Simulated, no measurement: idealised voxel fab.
Name of the process module below: voxel transistor to metal
It is cross-section cut that appears here, measuring 145 nm in width, its square cells being 5 nm in size.
Square cells in a grid make up a cross-section in this document, and the grid is given as bands, listed from the top down, each one or more rows of cells. Heads up on the band format: heights come first, top then bottom, in nm. After that it's the materials left to right, each with its width in nm. A single material flagged "everywhere" fills the whole band edge to edge, and "empty" means there's empty space there. Counting heights begins at 0, where everything beneath is, in the wafer as received, one material. The lowest band has no bottom; it goes on downwards, as "0 -> down" shows. Width: "30..40" (first number = top row, second number = bottom row, same change from row to row of cells). Where a step carries "no alterations made", the cross-section came out of it unchanged, cell for cell. In the "Closed internal cavities" entry, you get each enclosed empty space of 8 cells or more, one with no open way to the top, written width x height at distance, distance from the left edge, in nm. Heads up: the bit after the settings on a step's line is the simulator's remark on that step. Each step line may optionally specify "overlay nm", which for a step with a mask gives the rightward distance between the mask's planned place and where it lay, a negative value indicating the leftward direction. Read the rest as pairs. Take the cross-section before one process step, then the cross-section after it, which shows only down to the lowest band that changed. Under the pair, find the step between them and its settings. Bear in mind that pairs may come from different runs of this module on the same starting wafer: link a pair to the pair above it only where its entry headed "Prior to step" says to.
# Prior to step
40 -> 30 | empty: 55 / SiN: 5 / SiCN: 25 / SiN: 5 / empty: 55
30 -> 0 | empty: 55 / SiN: 5 / polySi: 25 / SiN: 5 / empty: 55
0 -> -5 | empty: 25 / SiN: 5 / empty: 25 / SiO2: 35 / empty: 25 / SiN: 5 / empty: 25
-5 -> -10 | empty: 10 / SiN: 5 / empty: 10 / SiN: 5 / SiO2: 5 / empty: 20 / Si: 35 / empty: 20 / SiO2: 5 / SiN: 5 / empty: 10 / SiN: 5 / empty: 10
-10 -> -15 | SiO2: 15 / empty: 10 / SiO2: 10 / empty: 20 / Si: 35 / empty: 20 / SiO2: 10 / empty: 10 / SiO2: 15
-15 -> -20 | SiO2: 30 / Si: 5 / empty: 20 / Si: 35 / empty: 20 / Si: 5 / SiO2: 30
-20 -> -40 | SiO2: 30 / Si: 85 / SiO2: 30
-40 -> down | Si everywhere
Closed internal cavities: none
# Step Outcome
40 -> 30 | empty: 55 / SiN: 5 / SiCN: 25 / SiN: 5 / empty: 55
30 -> 15 | empty: 55 / SiN: 5 / polySi: 25 / SiN: 5 / empty: 55
15 -> 5 | empty: 35 / SiGe: 20 / SiN: 5 / polySi: 25 / SiN: 5 / SiGe: 20 / empty: 35
5 -> 0 | empty: 25 / SiGe: 30 / SiN: 5 / polySi: 25 / SiN: 5 / SiGe: 30 / empty: 25
0 -> -5 | empty: 25 / SiN: 5 / SiGe: 25 / SiO2: 35 / SiGe: 25 / SiN: 5 / empty: 25
-5 -> -10 | empty: 10 / SiN: 5 / empty: 10 / SiN: 5 / SiO2: 5 / SiGe: 20 / Si: 35 / SiGe: 20 / SiO2: 5 / SiN: 5 / empty: 10 / SiN: 5 / empty: 10
-10 -> -15 | SiO2: 15 / empty: 10 / SiO2: 10 / SiGe: 20 / Si: 35 / SiGe: 20 / SiO2: 10 / empty: 10 / SiO2: 15
-15 -> -20 | SiO2: 30 / Si: 5 / SiGe: 20 / Si: 35 / SiGe: 20 / Si: 5 / SiO2: 30
Anything lower than -20 is untouched.
Closed internal cavities: none
Between the cross-sections above, the step performed was EPI | material SiGe | thk nm 20
Prior to step: The cross-section prior to this step is the one presented after the step of the pair immediately above.
# Step Outcome
45 -> 40 | SiO2 everywhere
40 -> 30 | SiO2: 55 / SiN: 5 / SiCN: 25 / SiN: 5 / SiO2: 55
30 -> 15 | SiO2: 55 / SiN: 5 / polySi: 25 / SiN: 5 / SiO2: 55
15 -> 5 | SiO2: 35 / SiGe: 20 / SiN: 5 / polySi: 25 / SiN: 5 / SiGe: 20 / SiO2: 35
5 -> 0 | SiO2: 25 / SiGe: 30 / SiN: 5 / polySi: 25 / SiN: 5 / SiGe: 30 / SiO2: 25
0 -> -5 | SiO2: 25 / SiN: 5 / SiGe: 25 / SiO2: 35 / SiGe: 25 / SiN: 5 / SiO2: 25
-5 -> -10 | SiO2: 10 / SiN: 5 / SiO2: 10 / SiN: 5 / SiO2: 5 / SiGe: 20 / Si: 35 / SiGe: 20 / SiO2: 5 / SiN: 5 / SiO2: 10 / SiN: 5 / SiO2: 10
-10 -> -15 | SiO2: 35 / SiGe: 20 / Si: 35 / SiGe: 20 / SiO2: 35
Anything lower than -15 is untouched.
Closed internal cavities: none
Between the cross-sections above, the step performed was FILL_DEP | material SiO2 | thk nm 5
Prior to step: The cross-section prior to this step is the one presented after the step of the pair immediately above.
# Step Outcome
30 -> 15 | SiO2: 55 / SiN: 5 / polySi: 25 / SiN: 5 / SiO2: 55
Anything lower than 15 is untouched.
Closed internal cavities: none
Between the cross-sections above, the step performed was CMP | height nm 30
Prior to step: The cross-section prior to this step is the one presented after the step of the pair immediately above.
# Step Outcome
30 -> 15 | SiO2: 55 / SiN: 5 / empty: 25 / SiN: 5 / SiO2: 55
15 -> 5 | SiO2: 35 / SiGe: 20 / SiN: 5 / empty: 25 / SiN: 5 / SiGe: 20 / SiO2: 35
5 -> 0 | SiO2: 25 / SiGe: 30 / SiN: 5 / empty: 25 / SiN: 5 / SiGe: 30 / SiO2: 25
Anything lower than 0 is untouched.
Closed internal cavities: none
Between the cross-sections above, the step performed was STRIP | etch materials polySi
Prior to step: The cross-section prior to this step is the one presented after the step of the pair immediately above.
# Step Outcome
30 -> 25 | empty: 55 / SiN: 5 / empty: 25 / SiN: 5 / empty: 55
25 -> 15 | SiO2: 55 / SiN: 5 / empty: 25 / SiN: 5 / SiO2: 55
15 -> 5 | SiO2: 35 / SiGe: 20 / SiN: 5 / empty: 25 / SiN: 5 / SiGe: 20 / SiO2: 35
5 -> 0 | SiO2: 25 / SiGe: 30 / SiN: 5 / empty: 25 / SiN: 5 / SiGe: 30 / SiO2: 25
0 -> -5 | SiO2: 25 / SiN: 5 / SiGe: 25 / empty: 35 / SiGe: 25 / SiN: 5 / SiO2: 25
Anything lower than -5 is untouched.
Closed internal cavities: none
Between the cross-sections above, the step performed was SELECTIVE_ETCH | etch materials SiO2 | depth nm 5
Prior to step: The cross-section prior to this step is the one presented after the step of the pair immediately above.
# Step Outcome
35 -> 30 | empty: 50 / HfO2: 15 / empty: 15 / HfO2: 15 / empty: 50
30 -> 25 | HfO2: 55 / SiN: 5 / HfO2: 5 / empty: 15 / HfO2: 5 / SiN: 5 / HfO2: 55
25 -> 15 | SiO2: 55 / SiN: 5 / HfO2: 5 / empty: 15 / HfO2: 5 / SiN: 5 / SiO2: 55
15 -> 5 | SiO2: 35 / SiGe: 20 / SiN: 5 / HfO2: 5 / empty: 15 / HfO2: 5 / SiN: 5 / SiGe: 20 / SiO2: 35
5 -> 0 | SiO2: 25 / SiGe: 30 / SiN: 5 / HfO2: 5 / empty: 15 / HfO2: 5 / SiN: 5 / SiGe: 30 / SiO2: 25
0 -> -5 | SiO2: 25 / SiN: 5 / SiGe: 25 / HfO2: 35 / SiGe: 25 / SiN: 5 / SiO2: 25
Anything lower than -5 is untouched.
Closed internal cavities: none
Between the cross-sections above, the step performed was CONFORMAL_DEP | material HfO2 | thk nm 5
Prior to step: The cross-section prior to this step is the one presented after the step of the pair immediately above.
# Step Outcome
40 -> 35 | empty: 45 / TiN: 25 / empty: 5 / TiN: 25 / empty: 45
35 -> 30 | TiN: 50 / HfO2: 15 / TiN: 5 / empty: 5 / TiN: 5 / HfO2: 15 / TiN: 50
30 -> 25 | HfO2: 55 / SiN: 5 / HfO2: 5 / TiN: 5 / empty: 5 / TiN: 5 / HfO2: 5 / SiN: 5 / HfO2: 55
25 -> 15 | SiO2: 55 / SiN: 5 / HfO2: 5 / TiN: 5 / empty: 5 / TiN: 5 / HfO2: 5 / SiN: 5 / SiO2: 55
15 -> 5 | SiO2: 35 / SiGe: 20 / SiN: 5 / HfO2: 5 / TiN: 5 / empty: 5 / TiN: 5 / HfO2: 5 / SiN: 5 / SiGe: 20 / SiO2: 35
5 -> 0 | SiO2: 25 / SiGe: 30 / SiN: 5 / HfO2: 5 / TiN: 15 / HfO2: 5 / SiN: 5 / SiGe: 30 / SiO2: 25
Anything lower than 0 is untouched.
Closed internal cavities: none
Between the cross-sections above, the step performed was CONFORMAL_DEP | material TiN | thk nm 5
Prior to step: The cross-section prior to this step is the one presented after the step of the pair immediately above.
# Step Outcome
50 -> 40 | W everywhere
40 -> 35 | W: 45 / TiN: 25 / W: 5 / TiN: 25 / W: 45
35 -> 30 | TiN: 50 / HfO2: 15 / TiN: 5 / W: 5 / TiN: 5 / HfO2: 15 / TiN: 50
30 -> 25 | HfO2: 55 / SiN: 5 / HfO2: 5 / TiN: 5 / W: 5 / TiN: 5 / HfO2: 5 / SiN: 5 / HfO2: 55
25 -> 15 | SiO2: 55 / SiN: 5 / HfO2: 5 / TiN: 5 / W: 5 / TiN: 5 / HfO2: 5 / SiN: 5 / SiO2: 55
15 -> 5 | SiO2: 35 / SiGe: 20 / SiN: 5 / HfO2: 5 / TiN: 5 / W: 5 / TiN: 5 / HfO2: 5 / SiN: 5 / SiGe: 20 / SiO2: 35
Anything lower than 5 is untouched.
Closed internal cavities: none
Between the cross-sections above, the step performed was FILL_DEP | material W | thk nm 10
Prior to step: The cross-section prior to this step is the one presented after the step of the pair immediately above.
# Step Outcome
25 -> 15 | SiO2: 55 / SiN: 5 / HfO2: 5 / TiN: 5 / W: 5 / TiN: 5 / HfO2: 5 / SiN: 5 / SiO2: 55
Anything lower than 15 is untouched.
Closed internal cavities: none
Between the cross-sections above, the step performed was CMP | height nm 25
Prior to step: The cross-section prior to this step is the one presented after the step of the pair immediately above.
# Step Outcome
35 -> 25 | SiO2 everywhere
Anything lower than 25 is untouched.
Closed internal cavities: none
Between the cross-sections above, the step performed was DIRECTIONAL_DEP | material SiO2 | thk nm 10
Prior to step: The cross-section prior to this step is the one presented after the step of the pair immediately above.
# Step Outcome
35 -> 25 | SiO2: 30 / empty: 15 / SiO2: 55 / empty: 15 / SiO2: 30
25 -> 15 | SiO2: 30 / empty: 15 / SiO2: 10 / SiN: 5 / HfO2: 5 / TiN: 5 / W: 5 / TiN: 5 / HfO2: 5 / SiN: 5 / SiO2: 10 / empty: 15 / SiO2: 30
15 -> 5 | SiO2: 30 / empty: 5 / SiGe: 20 / SiN: 5 / HfO2: 5 / TiN: 5 / W: 5 / TiN: 5 / HfO2: 5 / SiN: 5 / SiGe: 20 / empty: 5 / SiO2: 30
Anything lower than 5 is untouched.
Closed internal cavities: none
Between the cross-sections above, the step performed was MASKED_ETCH | tone open | mask id CONTACT | width nm 15 | pitch nm 70 | etch materials SiO2 | depth nm 35 | overlay nm 0
Prior to step: The cross-section prior to this step is the one presented after the step of the pair immediately above.
# Step Outcome
40 -> 35 | TiN: 35 / empty: 5 / TiN: 65 / empty: 5 / TiN: 35
35 -> 25 | SiO2: 30 / TiN: 5 / empty: 5 / TiN: 5 / SiO2: 55 / TiN: 5 / empty: 5 / TiN: 5 / SiO2: 30
25 -> 20 | SiO2: 30 / TiN: 5 / empty: 5 / TiN: 5 / SiO2: 10 / SiN: 5 / HfO2: 5 / TiN: 5 / W: 5 / TiN: 5 / HfO2: 5 / SiN: 5 / SiO2: 10 / TiN: 5 / empty: 5 / TiN: 5 / SiO2: 30
20 -> 15 | SiO2: 30 / TiN: 15 / SiO2: 10 / SiN: 5 / HfO2: 5 / TiN: 5 / W: 5 / TiN: 5 / HfO2: 5 / SiN: 5 / SiO2: 10 / TiN: 15 / SiO2: 30
15 -> 5 | SiO2: 30 / TiN: 5 / SiGe: 20 / SiN: 5 / HfO2: 5 / TiN: 5 / W: 5 / TiN: 5 / HfO2: 5 / SiN: 5 / SiGe: 20 / TiN: 5 / SiO2: 30
Anything lower than 5 is untouched.
Closed internal cavities: none
Between the cross-sections above, the step performed was CONFORMAL_DEP | material TiN | thk nm 5
Prior to step: The cross-section prior to this step is the one presented after the step of the pair immediately above.
# Step Outcome
50 -> 40 | Ru everywhere
40 -> 35 | TiN: 35 / Ru: 5 / TiN: 65 / Ru: 5 / TiN: 35
35 -> 25 | SiO2: 30 / TiN: 5 / Ru: 5 / TiN: 5 / SiO2: 55 / TiN: 5 / Ru: 5 / TiN: 5 / SiO2: 30
25 -> 20 | SiO2: 30 / TiN: 5 / Ru: 5 / TiN: 5 / SiO2: 10 / SiN: 5 / HfO2: 5 / TiN: 5 / W: 5 / TiN: 5 / HfO2: 5 / SiN: 5 / SiO2: 10 / TiN: 5 / Ru: 5 / TiN: 5 / SiO2: 30
Anything lower than 20 is untouched.
Closed internal cavities: none
Between the cross-sections above, the step performed was FILL_DEP | material Ru | thk nm 10
Prior to step: The cross-section prior to this step is the one presented after the step of the pair immediately above.
# Step Outcome
35 -> 25 | SiO2: 30 / TiN: 5 / Ru: 5 / TiN: 5 / SiO2: 55 / TiN: 5 / Ru: 5 / TiN: 5 / SiO2: 30
Anything lower than 25 is untouched.
Closed internal cavities: none
Between the cross-sections above, the step performed was CMP | height nm 35
Prior to step: The cross-section prior to this step is the one presented after the step of the pair immediately above.
# Step Outcome
40 -> 35 | SiCN everywhere
Anything lower than 35 is untouched.
Closed internal cavities: none
Between the cross-sections above, the step performed was CONFORMAL_DEP | material SiCN | thk nm 5
Prior to step: The cross-section prior to this step is the one presented after the step of the pair immediately above.
# Step Outcome
60 -> 40 | SiO2 everywhere
Anything lower than 40 is untouched.
Closed internal cavities: none
Between the cross-sections above, the step performed was DIRECTIONAL_DEP | material SiO2 | thk nm 20
Prior to step: The cross-section prior to this step is the one presented after the step of the pair immediately above.
# Step Outcome
60 -> 40 | SiO2: 30 / empty: 15 / SiO2: 55 / empty: 15 / SiO2: 30
Anything lower than 40 is untouched.
Closed internal cavities: none
Between the cross-sections above, the step performed was MASKED_ETCH | tone open | mask id METAL_1 | width nm 15 | pitch nm 70 | etch materials SiO2 | depth nm 20 | overlay nm 0
Prior to step: The cross-section prior to this step is the one presented after the step of the pair immediately above.
# Step Outcome
60 -> 40 | SiO2: 30 / empty: 15 / SiO2: 55 / empty: 15 / SiO2: 30
40 -> 35 | SiCN: 30 / empty: 15 / SiCN: 55 / empty: 15 / SiCN: 30
Anything lower than 35 is untouched.
Closed internal cavities: none
Between the cross-sections above, the step performed was MASKED_ETCH | tone open | mask id METAL_1 | width nm 15 | pitch nm 70 | etch materials SiCN | depth nm 5 | overlay nm 0
Prior to step: The cross-section prior to this step is the one presented after the step of the pair immediately above.
# Step Outcome
65 -> 60 | TiN: 35 / empty: 5 / TiN: 65 / empty: 5 / TiN: 35
60 -> 40 | SiO2: 30 / TiN: 5 / empty: 5 / TiN: 5 / SiO2: 55 / TiN: 5 / empty: 5 / TiN: 5 / SiO2: 30
40 -> 35 | SiCN: 30 / TiN: 15 / SiCN: 55 / TiN: 15 / SiCN: 30
Anything lower than 35 is untouched.
Closed internal cavities: none
Between the cross-sections above, the step performed was CONFORMAL_DEP | material TiN | thk nm 5
Prior to step: The cross-section prior to this step is the one presented after the step of the pair immediately above.
# Step Outcome
70 -> 65 | W everywhere
65 -> 60 | TiN: 35 / W: 5 / TiN: 65 / W: 5 / TiN: 35
60 -> 40 | SiO2: 30 / TiN: 5 / W: 5 / TiN: 5 / SiO2: 55 / TiN: 5 / W: 5 / TiN: 5 / SiO2: 30
Anything lower than 40 is untouched.
Closed internal cavities: none
Between the cross-sections above, the step performed was FILL_DEP | material W | thk nm 5
Prior to step: The cross-section prior to this step is the one presented after the step of the pair immediately above.
# Step Outcome
60 -> 40 | SiO2: 30 / TiN: 5 / W: 5 / TiN: 5 / SiO2: 55 / TiN: 5 / W: 5 / TiN: 5 / SiO2: 30
Anything lower than 40 is untouched.
Closed internal cavities: none
Between the cross-sections above, the step performed was CMP | height nm 60
Prior to step: The cross-section prior to this step is the one presented after the step of the pair immediately above.
# Step Outcome
65 -> 60 | empty: 25 / Ru: 25 / empty: 45 / Ru: 25 / empty: 25
Anything lower than 60 is untouched.
Closed internal cavities: none
Between the cross-sections above, the step performed was EPI | material Ru | thk nm 5
Prior to step: The cross-section prior to this step is the one presented after the step of the pair immediately above.
# Step Outcome
70 -> 65 | SiCN everywhere
65 -> 60 | SiCN: 25 / Ru: 25 / SiCN: 45 / Ru: 25 / SiCN: 25
Anything lower than 60 is untouched.
Closed internal cavities: none
Between the cross-sections above, the step performed was FILL_DEP | material SiCN | thk nm 5
# Prior to step
35 -> 20 | aC everywhere
20 -> 5 | SiN everywhere
5 -> 0 | SiO2 everywhere
0 -> down | Si everywhere
Closed internal cavities: none
# Step Outcome
65 -> 35 | empty: 25 / resist: 100 / empty: 20
Anything lower than 35 is untouched.
Closed internal cavities: none
Between the cross-sections above, the step performed was PATTERN | tone cover | mask id ACTIVE | material resist | width nm 100 | thk nm 30 | overlay nm 0
Prior to step: The cross-section prior to this step is the one presented after the step of the pair immediately above.
# Step Outcome
50 -> 35 | empty: 25 / resist: 100 / empty: 20
35 -> 20 | empty: 25 / aC: 100 / empty: 20
Anything lower than 20 is untouched.
Closed internal cavities: none
Between the cross-sections above, the step performed was DIRECTIONAL_ETCH | etch materials aC | depth nm 15
Prior to step: The cross-section prior to this step is the one presented after the step of the pair immediately above.
# Step Outcome
35 -> 20 | empty: 25 / aC: 100 / empty: 20
Anything lower than 20 is untouched.
Closed internal cavities: none
Between the cross-sections above, the step performed was STRIP | etch materials resist
Prior to step: The cross-section prior to this step is the one presented after the step of the pair immediately above.
# Step Outcome
35 -> 20 | empty: 25 / aC: 100 / empty: 20
20 -> 5 | empty: 25 / SiN: 100 / empty: 20
Anything lower than 5 is untouched.
Closed internal cavities: none
Between the cross-sections above, the step performed was DIRECTIONAL_ETCH | etch materials SiN | depth nm 15
Prior to step: The cross-section prior to this step is the one presented after the step of the pair immediately above.
# Step Outcome
35 -> 20 | empty: 25 / aC: 100 / empty: 20
20 -> 5 | empty: 25 / SiN: 100 / empty: 20
5 -> 0 | empty: 25 / SiO2: 100 / empty: 20
Anything lower than 0 is untouched.
Closed internal cavities: none
Between the cross-sections above, the step performed was DIRECTIONAL_ETCH | etch materials SiO2 | depth nm 5
Prior to step: The cross-section prior to this step is the one presented after the step of the pair immediately above.
# Step Outcome
35 -> 20 | empty: 25 / aC: 100 / empty: 20
20 -> 5 | empty: 25 / SiN: 100 / empty: 20
5 -> 0 | empty: 25 / SiO2: 100 / empty: 20
0 -> -35 | empty: 25 / Si: 100 / empty: 20
Anything lower than -35 is untouched.
Closed internal cavities: none
Between the cross-sections above, the step performed was DIRECTIONAL_ETCH | etch materials Si | depth nm 35
Prior to step: The cross-section prior to this step is the one presented after the step of the pair immediately above.
# Step Outcome
20 -> 5 | empty: 25 / SiN: 100 / empty: 20
Anything lower than 5 is untouched.
Closed internal cavities: none
Between the cross-sections above, the step performed was STRIP | etch materials aC
Prior to step: The cross-section prior to this step is the one presented after the step of the pair immediately above.
# Step Outcome
20 -> 5 | empty: 25 / SiN: 100 / empty: 20
5 -> 0 | empty: 25 / SiO2: 100 / empty: 20
0 -> -35 | empty: 25 / SiO2: 5 / Si: 90 / SiO2: 5 / empty: 20
-35 -> -40 | SiO2: 30 / Si: 90 / SiO2: 25
Anything lower than -40 is untouched.
Closed internal cavities: none
Between the cross-sections above, the step performed was OXIDIZE | depth nm 5
Prior to step: The cross-section prior to this step is the one presented after the step of the pair immediately above.
# Step Outcome
30 -> 20 | SiO2 everywhere
20 -> 5 | SiO2: 25 / SiN: 100 / SiO2: 20
5 -> 0 | SiO2 everywhere
0 -> -40 | SiO2: 30 / Si: 90 / SiO2: 25
Anything lower than -40 is untouched.
Closed internal cavities: none
Between the cross-sections above, the step performed was FILL_DEP | material SiO2 | thk nm 10
Prior to step: The cross-section prior to this step is the one presented after the step of the pair immediately above.
# Step Outcome
20 -> 5 | SiO2: 25 / SiN: 100 / SiO2: 20
Anything lower than 5 is untouched.
Closed internal cavities: none
Between the cross-sections above, the step performed was CMP | height nm 20
Prior to step: The cross-section prior to this step is the one presented after the step of the pair immediately above.
# Step Outcome
20 -> 10 | empty: 25 / SiN: 100 / empty: 20
Anything lower than 10 is untouched.
Closed internal cavities: none
Between the cross-sections above, the step performed was SELECTIVE_ETCH | etch materials SiO2 | depth nm 10
Prior to step: The cross-section prior to this step is the one presented after the step of the pair immediately above.
# Step Outcome
10 -> 5 | SiO2: 25 / empty: 100 / SiO2: 20
Anything lower than 5 is untouched.
Closed internal cavities: none
Between the cross-sections above, the step performed was STRIP | etch materials SiN
Prior to step: The cross-section prior to this step is the one presented after the step of the pair immediately above.
# Step Outcome
5 -> 0 | SiO2: 20 / empty: 110 / SiO2: 15
Anything lower than 0 is untouched.
Closed internal cavities: none
Between the cross-sections above, the step performed was SELECTIVE_ETCH | etch materials SiO2 | depth nm 5
Prior to step: The cross-section prior to this step is the one presented after the step of the pair immediately above.
# Step Outcome
5 -> 0 | SiO2: 20 / empty: 110 / SiO2: 15
0 -> -5 | SiO2 everywhere
Anything lower than -5 is untouched.
Closed internal cavities: none
Between the cross-sections above, the step performed was OXIDIZE | depth nm 5
Prior to step: The cross-section prior to this step is the one presented after the step of the pair immediately above.
# Step Outcome
35 -> 30 | polySi: 20 / empty: 110 / polySi: 15
30 -> 5 | polySi everywhere
5 -> 0 | SiO2: 20 / polySi: 110 / SiO2: 15
Anything lower than 0 is untouched.
Closed internal cavities: none
Between the cross-sections above, the step performed was DIRECTIONAL_DEP | material polySi | thk nm 30
Prior to step: The cross-section prior to this step is the one presented after the step of the pair immediately above.
# Step Outcome
45 -> 40 | SiCN: 20 / empty: 110 / SiCN: 15
40 -> 35 | SiCN everywhere
35 -> 30 | polySi: 20 / SiCN: 110 / polySi: 15
Anything lower than 30 is untouched.
Closed internal cavities: none
Between the cross-sections above, the step performed was DIRECTIONAL_DEP | material SiCN | thk nm 10
Prior to step: The cross-section prior to this step is the one presented after the step of the pair immediately above.
# Step Outcome
60 -> 55 | aC: 20 / empty: 110 / aC: 15
55 -> 45 | aC everywhere
45 -> 40 | SiCN: 20 / aC: 110 / SiCN: 15
Anything lower than 40 is untouched.
Closed internal cavities: none
Between the cross-sections above, the step performed was DIRECTIONAL_DEP | material aC | thk nm 15
Prior to step: The cross-section prior to this step is the one presented after the step of the pair immediately above.
# Step Outcome
95 -> 60 | empty: 60 / resist: 25 / empty: 60
60 -> 55 | aC: 20 / empty: 40 / resist: 25 / empty: 45 / aC: 15
Anything lower than 55 is untouched.
Closed internal cavities: none
Between the cross-sections above, the step performed was PATTERN | tone cover | mask id GATE | material resist | width nm 25 | thk nm 35 | overlay nm 0
Prior to step: The cross-section prior to this step is the one presented after the step of the pair immediately above.
# Step Outcome
80 -> 55 | empty: 60 / resist: 25 / empty: 60
55 -> 45 | empty: 60 / aC: 25 / empty: 60
45 -> 40 | SiCN: 20 / empty: 40 / aC: 25 / empty: 45 / SiCN: 15
Anything lower than 40 is untouched.
Closed internal cavities: none
Between the cross-sections above, the step performed was DIRECTIONAL_ETCH | etch materials aC | depth nm 15
Prior to step: The cross-section prior to this step is the one presented after the step of the pair immediately above.
# Step Outcome
55 -> 45 | empty: 60 / aC: 25 / empty: 60
Anything lower than 45 is untouched.
Closed internal cavities: none
Between the cross-sections above, the step performed was STRIP | etch materials resist
Prior to step: The cross-section prior to this step is the one presented after the step of the pair immediately above.
# Step Outcome
55 -> 40 | empty: 60 / aC: 25 / empty: 60
40 -> 35 | empty: 60 / SiCN: 25 / empty: 60
35 -> 30 | polySi: 20 / empty: 40 / SiCN: 25 / empty: 45 / polySi: 15
Anything lower than 30 is untouched.
Closed internal cavities: none
Between the cross-sections above, the step performed was DIRECTIONAL_ETCH | etch materials SiCN | depth nm 20
Prior to step: The cross-section prior to this step is the one presented after the step of the pair immediately above.
# Step Outcome
55 -> 40 | empty: 60 / aC: 25 / empty: 60
40 -> 30 | empty: 60 / SiCN: 25 / empty: 60
30 -> 5 | empty: 60 / polySi: 25 / empty: 60
5 -> 0 | SiO2: 20 / empty: 40 / polySi: 25 / empty: 45 / SiO2: 15
Anything lower than 0 is untouched.
Closed internal cavities: none
Between the cross-sections above, the step performed was DIRECTIONAL_ETCH | etch materials polySi | depth nm 40
Prior to step: The cross-section prior to this step is the one presented after the step of the pair immediately above.
# Step Outcome
40 -> 30 | empty: 60 / SiCN: 25 / empty: 60
Anything lower than 30 is untouched.
Closed internal cavities: none
Between the cross-sections above, the step performed was STRIP | etch materials aC
Prior to step: The cross-section prior to this step is the one presented after the step of the pair immediately above.
# Step Outcome
45 -> 40 | empty: 55 / SiN: 35 / empty: 55
40 -> 30 | empty: 55 / SiN: 5 / SiCN: 25 / SiN: 5 / empty: 55
30 -> 10 | empty: 55 / SiN: 5 / polySi: 25 / SiN: 5 / empty: 55
10 -> 5 | SiN: 25 / empty: 30 / SiN: 5 / polySi: 25 / SiN: 5 / empty: 35 / SiN: 20
5 -> 0 | SiO2: 20 / SiN: 40 / polySi: 25 / SiN: 45 / SiO2: 15
Anything lower than 0 is untouched.
Closed internal cavities: none
Between the cross-sections above, the step performed was CONFORMAL_DEP | material SiN | thk nm 5
Prior to step: The cross-section prior to this step is the one presented after the step of the pair immediately above.
# Step Outcome
40 -> 30 | empty: 55 / SiN: 5 / SiCN: 25 / SiN: 5 / empty: 55
30 -> 5 | empty: 55 / SiN: 5 / polySi: 25 / SiN: 5 / empty: 55
5 -> 0 | SiO2: 20 / SiN: 5 / empty: 30 / SiN: 5 / polySi: 25 / SiN: 5 / empty: 35 / SiN: 5 / SiO2: 15
Anything lower than 0 is untouched.
Closed internal cavities: none
Between the cross-sections above, the step performed was DIRECTIONAL_ETCH | etch materials SiN | depth nm 5
Prior to step: The cross-section prior to this step is the one presented after the step of the pair immediately above.
# Step Outcome
40 -> 30 | empty: 55 / SiN: 5 / SiCN: 25 / SiN: 5 / empty: 55
30 -> 5 | empty: 55 / SiN: 5 / polySi: 25 / SiN: 5 / empty: 55
5 -> 0 | empty: 20 / SiN: 5 / empty: 30 / SiN: 5 / polySi: 25 / SiN: 5 / empty: 35 / SiN: 5 / empty: 15
0 -> -5 | SiO2: 25 / empty: 30 / SiO2: 35 / empty: 35 / SiO2: 20
Anything lower than -5 is untouched.
Closed internal cavities: none
Between the cross-sections above, the step performed was DIRECTIONAL_ETCH | etch materials SiO2 | depth nm 5
Prior to step: The cross-section prior to this step is the one presented after the step of the pair immediately above.
# Step Outcome
40 -> 30 | empty: 55 / SiN: 5 / SiCN: 25 / SiN: 5 / empty: 55
30 -> 5 | empty: 55 / SiN: 5 / polySi: 25 / SiN: 5 / empty: 55
5 -> 0 | empty: 20 / SiN: 5 / empty: 30 / SiN: 5 / polySi: 25 / SiN: 5 / empty: 35 / SiN: 5 / empty: 15
0 -> -5 | SiO2: 25 / empty: 30 / SiO2: 35 / empty: 35 / SiO2: 20
-5 -> -20 | SiO2: 30 / empty: 25 / Si: 35 / empty: 30 / SiO2: 25
Anything lower than -20 is untouched.
Closed internal cavities: none
Between the cross-sections above, the step performed was DIRECTIONAL_ETCH | etch materials Si | depth nm 15
Prior to step: The cross-section prior to this step is the one presented after the step of the pair immediately above.
# Step Outcome
40 -> 30 | empty: 55 / SiN: 5 / SiCN: 25 / SiN: 5 / empty: 55
30 -> 15 | empty: 55 / SiN: 5 / polySi: 25 / SiN: 5 / empty: 55
15 -> 5 | empty: 35 / SiGe: 20 / SiN: 5 / polySi: 25 / SiN: 5 / SiGe: 20 / empty: 35
5 -> 0 | empty: 20 / SiN: 5 / empty: 10 / SiGe: 20 / SiN: 5 / polySi: 25 / SiN: 5 / SiGe: 20 / empty: 15 / SiN: 5 / empty: 15
0 -> -5 | SiO2: 25 / SiGe: 30 / SiO2: 35 / SiGe: 35 / SiO2: 20
-5 -> -20 | SiO2: 30 / SiGe: 25 / Si: 35 / SiGe: 30 / SiO2: 25
Anything lower than -20 is untouched.
Closed internal cavities: none
Between the cross-sections above, the step performed was EPI | material SiGe | thk nm 20
Prior to step: The cross-section prior to this step is the one presented after the step of the pair immediately above.
# Step Outcome
45 -> 40 | SiO2 everywhere
40 -> 30 | SiO2: 55 / SiN: 5 / SiCN: 25 / SiN: 5 / SiO2: 55
30 -> 15 | SiO2: 55 / SiN: 5 / polySi: 25 / SiN: 5 / SiO2: 55
15 -> 5 | SiO2: 35 / SiGe: 20 / SiN: 5 / polySi: 25 / SiN: 5 / SiGe: 20 / SiO2: 35
5 -> 0 | SiO2: 20 / SiN: 5 / SiO2: 10 / SiGe: 20 / SiN: 5 / polySi: 25 / SiN: 5 / SiGe: 20 / SiO2: 15 / SiN: 5 / SiO2: 15
Anything lower than 0 is untouched.
Closed internal cavities: none
Between the cross-sections above, the step performed was FILL_DEP | material SiO2 | thk nm 5
Prior to step: The cross-section prior to this step is the one presented after the step of the pair immediately above.
# Step Outcome
30 -> 15 | SiO2: 55 / SiN: 5 / polySi: 25 / SiN: 5 / SiO2: 55
Anything lower than 15 is untouched.
Closed internal cavities: none
Between the cross-sections above, the step performed was CMP | height nm 30
Prior to step: The cross-section prior to this step is the one presented after the step of the pair immediately above.
# Step Outcome
30 -> 15 | SiO2: 55 / SiN: 5 / empty: 25 / SiN: 5 / SiO2: 55
15 -> 5 | SiO2: 35 / SiGe: 20 / SiN: 5 / empty: 25 / SiN: 5 / SiGe: 20 / SiO2: 35
5 -> 0 | SiO2: 20 / SiN: 5 / SiO2: 10 / SiGe: 20 / SiN: 5 / empty: 25 / SiN: 5 / SiGe: 20 / SiO2: 15 / SiN: 5 / SiO2: 15
Anything lower than 0 is untouched.
Closed internal cavities: none
Between the cross-sections above, the step performed was STRIP | etch materials polySi
